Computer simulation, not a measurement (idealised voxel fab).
process module | voxel gate over fins
cross-section cut | 250 nm wide | cells 5 nm
A cross-section is a grid of square cells, given in bands from the top down. A band is one or more rows of cells.
Each band's line starts with the height of the band's top and of its bottom, in nm. Then come its materials from left to right, each with its width in nm. One material with "throughout" fills the band from edge to edge. "air" is empty space.
Height 0 is the level under which the wafer as received is all one material. The lowest band goes on downwards, as in "0 down".
A width such as "30 to 40" changes by the same amount from each row of cells to the next, from the band's top row to its bottom row.
"no change" after a step means that no cell of the cross-section changed.
closed voids: empty space of 8 cells or more with no open way to the top, each as width x height at its distance from the left edge, in nm
after a step's settings: what the simulator itself notes on the step
overlay nm, on a step with a mask: how far to the right of its planned place the mask lay; to the left if negative
plan
1 op RECEIVE | material Si
2 op CONFORMAL_DEP | material SiN | thk nm 5
3 op PATTERN | tone cover | mask id FINS | material resist | width nm 15 | pitch nm 50 | thk nm 20 | overlay nm 0
4 op DIRECTIONAL_ETCH | etch materials SiN | depth nm 5
5 op DIRECTIONAL_ETCH | etch materials Si | depth nm 35
6 op STRIP | etch materials resist
7 op OXIDIZE | depth nm 5
8 op FILL_DEP | material SiO2 | thk nm 15
9 op CMP | height nm 5
10 op PATTERN | tone open | mask id RAIL | material resist | width nm 15 | thk nm 20 | overlay nm 0
11 op DIRECTIONAL_ETCH | etch materials SiO2 | depth nm 35
12 op STRIP | etch materials resist
13 op CONFORMAL_DEP | material TiN | thk nm 5
14 op FILL_DEP | material W | thk nm 5
15 op CMP | height nm 5
16 op SELECTIVE_ETCH | etch materials W Ru TiN | depth nm 25
17 op FILL_DEP | material SiO2 | thk nm 5
18 op CMP | height nm 5
19 op SELECTIVE_ETCH | etch materials SiO2 | depth nm 20
20 op STRIP | etch materials SiN
21 op CONFORMAL_DEP | material HfO2 | thk nm 5
22 op CONFORMAL_DEP | material TiN | thk nm 5
23 op FILL_DEP | material W | thk nm 10
24 op CMP | height nm 15
25 op CONFORMAL_DEP | material SiN | thk nm 5
as received, after step 1
  0 down: Si throughout
  closed voids: none
first wafer at the end, as planned
  20 to 15: SiN throughout
  15 to 10: W throughout
  10 to 5: W 60 | TiN 25 | W 25 | TiN 25 | W 25 | TiN 25 | W 65
  5 to 0: W 60 | TiN 5 | HfO2 15 | TiN 5 | W 25 | TiN 5 | HfO2 15 | TiN 5 | W 25 | TiN 5 | HfO2 15 | TiN 5 | W 65
  0 to -5: W 60 | TiN 5 | HfO2 5 | Si 5 | HfO2 5 | TiN 5 | W 25 | TiN 5 | HfO2 5 | Si 5 | HfO2 5 | TiN 5 | W 25 | TiN 5 | HfO2 5 | Si 5 | HfO2 5 | TiN 5 | W 65
  -5 to -10: TiN 65 | HfO2 5 | Si 5 | HfO2 5 | TiN 35 | HfO2 5 | Si 5 | HfO2 5 | TiN 35 | HfO2 5 | Si 5 | HfO2 5 | TiN 70
  -10 to -15: HfO2 70 | Si 5 | HfO2 45 | Si 5 | HfO2 45 | Si 5 | HfO2 75
  -15 to -20: SiO2 70 | Si 5 | SiO2 45 | Si 5 | SiO2 45 | Si 5 | SiO2 75
  -20 to -25: SiO2 70 | Si 5 | SiO2 15 | TiN 5 | W 5 | TiN 5 | SiO2 15 | Si 5 | SiO2 45 | Si 5 | SiO2 75
  -25 to -30: SiO2 70 | Si 5 | SiO2 15 | TiN 15 | SiO2 15 | Si 5 | SiO2 45 | Si 5 | SiO2 75
  -30 to -40: SiO2 70 | Si 5 | SiO2 45 | Si 5 | SiO2 45 | Si 5 | SiO2 75
  -40 down: Si throughout
  closed voids: none
second wafer at the end: like start, like plan, one mistake
  20 to 15: SiN throughout
  15 to 5: W throughout
  5 to 0: W 65 | TiN 15 | W 35 | TiN 15 | W 35 | TiN 15 | W 70
  0 to -10: W 65 | TiN 5 | Si 5 | TiN 5 | W 35 | TiN 5 | Si 5 | TiN 5 | W 35 | TiN 5 | Si 5 | TiN 5 | W 70
  -10 to -15: TiN 70 | Si 5 | TiN 45 | Si 5 | TiN 45 | Si 5 | TiN 75
  -15 to -20: SiO2 70 | Si 5 | SiO2 45 | Si 5 | SiO2 45 | Si 5 | SiO2 75
  -20 to -25: SiO2 70 | Si 5 | SiO2 15 | TiN 5 | W 5 | TiN 5 | SiO2 15 | Si 5 | SiO2 45 | Si 5 | SiO2 75
  -25 to -30: SiO2 70 | Si 5 | SiO2 15 | TiN 15 | SiO2 15 | Si 5 | SiO2 45 | Si 5 | SiO2 75
  -30 to -40: SiO2 70 | Si 5 | SiO2 45 | Si 5 | SiO2 45 | Si 5 | SiO2 75
  -40 down: Si throughout
  closed voids: none
what went wrong: step 21 was left out
at the end the second wafer has, in cells: 68 fewer of HfO2 | 68 more of W
